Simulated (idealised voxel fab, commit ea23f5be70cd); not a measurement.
Process module, titled voxel ribs on slabs
The cross-section shown here is cut; it is 200 nm wide and divided into square cells measuring 5 nm on a side.
Reading order for cross-sections: top band down to bottom band. Underlying form: a grid of square cells. Band size: one or more rows of cells. Band: top and bottom heights (nm) first, top before bottom; then materials from left to right, widths in nm. "throughout" marks a sole material filling the band edge to edge. "air" denotes empty space. It should be noted that heights are counted from 0, beneath which the wafer as supplied is of one material throughout, and that the lowest band possesses no lower boundary but continues downward, as written in "from 0 down". A two-number width, for instance "30->40", indicates that the width is equal to the first number in the top row of the band and to the second number in the bottom row, and that it changes by a constant amount per row of cells. For the purposes of this document, the phrase "remained the same" attached to a step denotes that no cell within the cross-section was modified by that step. Closed empty spaces (no open way to the top) of 8 cells or more are what "Catalogued sealed voids" lists, each as width x height at distance from the left edge, nm for all three. Past the settings on a step's line: simulator remark, on that step. Among the settings permitted on a step's line is "overlay nm"; applied to a step with a mask, it specifies the extent to which the mask lay to the right of its planned position, whereas a negative figure signifies a position to the left.
### List of planned process steps
- 1: RECEIVE: material Si
- 2: DIRECTIONAL_DEP: material SiO2, thk nm 20
- 3: DIRECTIONAL_DEP: material SiN, thk nm 20
- 4: DIRECTIONAL_DEP: material aC, thk nm 10
- 5: PATTERN: tone cover, mask id RIB, material resist, width nm 20, thk nm 25, overlay nm -15
- 6: DIRECTIONAL_ETCH: etch materials aC, depth nm 10
- 7: STRIP: etch materials resist
- 8: DIRECTIONAL_ETCH: etch materials SiN, depth nm 10
- 9: STRIP: etch materials aC
- 10: DIRECTIONAL_DEP: material aC, thk nm 15
- 11: PATTERN: tone cover, mask id SLAB, material resist, width nm 50, thk nm 30, overlay nm 0
- 12: DIRECTIONAL_ETCH: etch materials aC, depth nm 15
- 13: STRIP: etch materials resist
- 14: DIRECTIONAL_ETCH: etch materials SiN, depth nm 10
- 15: STRIP: etch materials aC
- 16: FILL_DEP: material SiO2, thk nm 30
- 17: CMP: height nm 60
- 18: DIRECTIONAL_DEP: material TiN, thk nm 5
- 19: MASKED_ETCH: tone cover, mask id HEATER, width nm 30, etch materials TiN, depth nm 5, overlay nm 0
- 20: CONFORMAL_DEP: material SiN, thk nm 5
The wafers are alike at the start. At step 5, their overlay nm differs. The plan lists the first wafer's value.
### Incoming state of the first of several wafers in cross-section: after step 1
  from 0 down = Si throughout
  Catalogued sealed voids: none
### End-of-module cross-section, first of several wafers, after last step 20
  from 70 to 65 = 80 air, 40 SiN, 80 air
  from 65 to 60 = 85 SiN, 30 TiN, 85 SiN
  from 60 to 40 = SiO2 throughout
  from 40 to 30 = 75 SiO2, 20 SiN, 105 SiO2
  from 30 to 20 = 75 SiO2, 50 SiN, 75 SiO2
  from 20 to 0 = SiO2 throughout
  from 0 down = Si throughout
  Catalogued sealed voids: none
### Last wafer of the set, cross-sectioned at end of module
  from 70 to 65 = 80 air, 40 SiN, 80 air
  from 65 to 60 = 85 SiN, 30 TiN, 85 SiN
  from 60 to 40 = SiO2 throughout
  from 40 to 30 = 105 SiO2, 20 SiN, 75 SiO2
  from 30 to 20 = 75 SiO2, 50 SiN, 75 SiO2
  from 20 to 0 = SiO2 throughout
  from 0 down = Si throughout
  Catalogued sealed voids: none
### Wafer rows, end of module: cells per material gained (+) or lost (-) since receipt; closed voids last
overlay nm -15, +70 SiN, +452 SiO2, +6 TiN, Catalogued sealed voids: none
overlay nm -10, +70 SiN, +452 SiO2, +6 TiN, Catalogued sealed voids: none
overlay nm -5, +70 SiN, +452 SiO2, +6 TiN, Catalogued sealed voids: none
overlay nm 0, +70 SiN, +452 SiO2, +6 TiN, Catalogued sealed voids: none
overlay nm 5, +70 SiN, +452 SiO2, +6 TiN, Catalogued sealed voids: none
overlay nm 10, +70 SiN, +452 SiO2, +6 TiN, Catalogued sealed voids: none
overlay nm 15, +70 SiN, +452 SiO2, +6 TiN, Catalogued sealed voids: none
